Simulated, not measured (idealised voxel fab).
process module | voxel fin reveal
cross-section cut | 230 nm wide | cells 5 nm
A cross-section is a grid of square cells, given in bands from the top down. A band is one or more rows of cells.
Each band's line starts with the height of the band's top and of its bottom, in nm. Then come its materials from left to right, each with its width in nm. One material with "throughout" fills the band from edge to edge. "air" is empty space.
Height 0 is the level under which the wafer as received is all one material. The lowest band goes on downwards, as in "0 down".
A width such as "30 to 40" changes by the same amount from each row of cells to the next, from the band's top row to its bottom row.
"no change" after a step means that no cell of the cross-section changed.
closed voids: empty space of 8 cells or more with no open way to the top, each as width x height at its distance from the left edge, in nm
after a step's settings: what the simulator itself notes on the step
overlay nm, on a step with a mask: how far to the right of its planned place the mask lay; to the left if negative
plan
1 op RECEIVE | material Si
2 op CONFORMAL_DEP | material SiN | thk nm 10
3 op PATTERN | tone cover | mask id FINS | material resist | width nm 15 | pitch nm 35 | thk nm 20 | overlay nm -15
4 op DIRECTIONAL_ETCH | etch materials SiN | depth nm 10
5 op DIRECTIONAL_ETCH | etch materials Si | depth nm 40
6 op STRIP | etch materials resist
7 op OXIDIZE | depth nm 5
8 op FILL_DEP | material SiO2 | thk nm 15
9 op CMP | height nm 10
10 op SELECTIVE_ETCH | etch materials SiO2 | depth nm 20
11 op STRIP | etch materials SiN
12 op CONFORMAL_DEP | material SiO2 | thk nm 5
varied across the wafers: overlay nm of step 3. The plan shows the first wafer's value. All wafers start alike
first wafer as received, after step 1
  0 down: Si throughout
  closed voids: none
each wafer at the end: cells of each material gained (+) or lost (-) since it was received, then its closed voids
overlay nm -15 | -396 Si | +362 SiO2 | closed voids: none
overlay nm -10 | -396 Si | +362 SiO2 | closed voids: none
overlay nm -5 | -396 Si | +362 SiO2 | closed voids: none
overlay nm 0 | -396 Si | +362 SiO2 | closed voids: none
overlay nm 5 | -396 Si | +362 SiO2 | closed voids: none
overlay nm 10 | -396 Si | +362 SiO2 | closed voids: none
overlay nm 15 | -396 Si | +362 SiO2 | closed voids: none
